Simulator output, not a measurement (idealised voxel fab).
Module name: voxel air gaps (process module)
Square cells of 5 nm make up the cross-section cut, whose width is 185 nm.
In what follows, cross-sections appear as grids of square cells, described through bands that run from the top down, where every band is one or more rows of cells. Top, bottom (nm), then materials left to right with widths (nm); lone material tagged "throughout" fills the whole band edge to edge; "air" = empty space. Heights are expressed relative to 0, this being the level below which the as-received wafer comprises one material exclusively. The lowest band is unbounded in the downward direction and is denoted as in "z 0 and below". Width: "30->40" (first number = top row, second number = bottom row, same change from row to row of cells). For the purposes of this document, the phrase "no modifications" attached to a step denotes that no cell within the cross-section was modified by that step. Any empty space of 8 cells or more lacking an open way to the top shows up in "Voids lacking openings" as width x height at distance, distance from the left edge, in nm. Past the settings on a step's line: simulator remark, on that step. The line of a step may include "overlay nm". On a step with a mask, this value is how far to the right of its planned place the mask lay. A negative value means the mask lay to the left.

## The steps planned for the process are as follows
step 1: op RECEIVE | material Si
step 2: op CONFORMAL_DEP | material SiO2 | thk nm 15
step 3: op CONFORMAL_DEP | material SiCN | thk nm 5
step 4: op DIRECTIONAL_DEP | material lowk | thk nm 40
step 5: op DIRECTIONAL_DEP | material aC | thk nm 10
step 6: op PATTERN | tone open | mask id LINES | material resist | width nm 20 | pitch nm 45 | thk nm 30 | overlay nm -15
step 7: op DIRECTIONAL_ETCH | etch materials aC | depth nm 10
step 8: op STRIP | etch materials resist
step 9: op DIRECTIONAL_ETCH | etch materials lowk | depth nm 40
step 10: op STRIP | etch materials aC
step 11: op CONFORMAL_DEP | material TiN | thk nm 5
step 12: op FILL_DEP | material Cu | thk nm 10
step 13: op CMP | height nm 60
step 14: op EPI | material Ru | thk nm 10
step 15: op SELECTIVE_ETCH | etch materials lowk | depth nm 50
step 16: op CONFORMAL_DEP | material SiCN | thk nm 5
It is noted that the wafers described herein are identical at the outset and are distinguished by the overlay nm of step 6; the value stated in the plan corresponds to the first wafer.

## Incoming state of the first of several wafers in cross-section: after step 1
z 0 and below  Si throughout
Voids lacking openings: none

## Once step 16, the last step, is complete, the module is at its end; this is the cross-section of the first of several wafers
z 75 to 70  5 nm air / 140 nm SiCN / 40 nm air
z 70 to 60  5 nm air / 5 nm SiCN / 40 nm Ru / 5 nm SiCN / 40 nm Ru / 5 nm SiCN / 40 nm Ru / 5 nm SiCN / 40 nm air
z 60 to 55  5 nm air / 15 nm SiCN / 5 nm TiN / 10 nm Cu / 5 nm TiN / 25 nm SiCN / 5 nm TiN / 10 nm Cu / 5 nm TiN / 25 nm SiCN / 5 nm TiN / 10 nm Cu / 5 nm TiN / 15 nm SiCN / 40 nm air
z 55 to 25  15 nm air / 5 nm SiCN / 5 nm TiN / 10 nm Cu / 5 nm TiN / 5 nm SiCN / 15 nm air / 5 nm SiCN / 5 nm TiN / 10 nm Cu / 5 nm TiN / 5 nm SiCN / 15 nm air / 5 nm SiCN / 5 nm TiN / 10 nm Cu / 5 nm TiN / 5 nm SiCN / 50 nm air
z 25 to 20  20 nm SiCN / 20 nm TiN / 25 nm SiCN / 20 nm TiN / 25 nm SiCN / 20 nm TiN / 55 nm SiCN
z 20 to 15  SiCN throughout
z 15 to 0  SiO2 throughout
z 0 and below  Si throughout
Voids lacking openings: 15 x 30 at 45; 15 x 30 at 90

## Cross-section of the last wafer at end of module
z 75 to 70  35 nm air / 140 nm SiCN / 10 nm air
z 70 to 60  35 nm air / 5 nm SiCN / 40 nm Ru / 5 nm SiCN / 40 nm Ru / 5 nm SiCN / 40 nm Ru / 5 nm SiCN / 10 nm air
z 60 to 55  35 nm air / 15 nm SiCN / 5 nm TiN / 10 nm Cu / 5 nm TiN / 25 nm SiCN / 5 nm TiN / 10 nm Cu / 5 nm TiN / 25 nm SiCN / 5 nm TiN / 10 nm Cu / 5 nm TiN / 15 nm SiCN / 10 nm air
z 55 to 25  45 nm air / 5 nm SiCN / 5 nm TiN / 10 nm Cu / 5 nm TiN / 5 nm SiCN / 15 nm air / 5 nm SiCN / 5 nm TiN / 10 nm Cu / 5 nm TiN / 5 nm SiCN / 15 nm air / 5 nm SiCN / 5 nm TiN / 10 nm Cu / 5 nm TiN / 5 nm SiCN / 20 nm air
z 25 to 20  50 nm SiCN / 20 nm TiN / 25 nm SiCN / 20 nm TiN / 25 nm SiCN / 20 nm TiN / 25 nm SiCN
z 20 to 15  SiCN throughout
z 15 to 0  SiO2 throughout
z 0 and below  Si throughout
Voids lacking openings: 15 x 30 at 75; 15 x 30 at 120

## The following table contains a row per wafer, in which are reported, at the conclusion of the module, the cells of each material gained (+) or lost (-) since the wafer's receipt, with its closed voids given thereafter
overlay nm -15 | +42 Cu | +48 Ru | +150 SiCN | +111 SiO2 | +54 TiN | Voids lacking openings: 15 x 30 at 45; 15 x 30 at 90
overlay nm -10 | +42 Cu | +48 Ru | +150 SiCN | +111 SiO2 | +54 TiN | Voids lacking openings: 15 x 30 at 50; 15 x 30 at 95
overlay nm -5 | +42 Cu | +48 Ru | +150 SiCN | +111 SiO2 | +54 TiN | Voids lacking openings: 15 x 30 at 55; 15 x 30 at 100
overlay nm 0 | +42 Cu | +48 Ru | +150 SiCN | +111 SiO2 | +54 TiN | Voids lacking openings: 15 x 30 at 60; 15 x 30 at 105
overlay nm 5 | +42 Cu | +48 Ru | +150 SiCN | +111 SiO2 | +54 TiN | Voids lacking openings: 15 x 30 at 65; 15 x 30 at 110
overlay nm 10 | +42 Cu | +48 Ru | +150 SiCN | +111 SiO2 | +54 TiN | Voids lacking openings: 15 x 30 at 70; 15 x 30 at 115
overlay nm 15 | +42 Cu | +48 Ru | +150 SiCN | +111 SiO2 | +54 TiN | Voids lacking openings: 15 x 30 at 75; 15 x 30 at 120
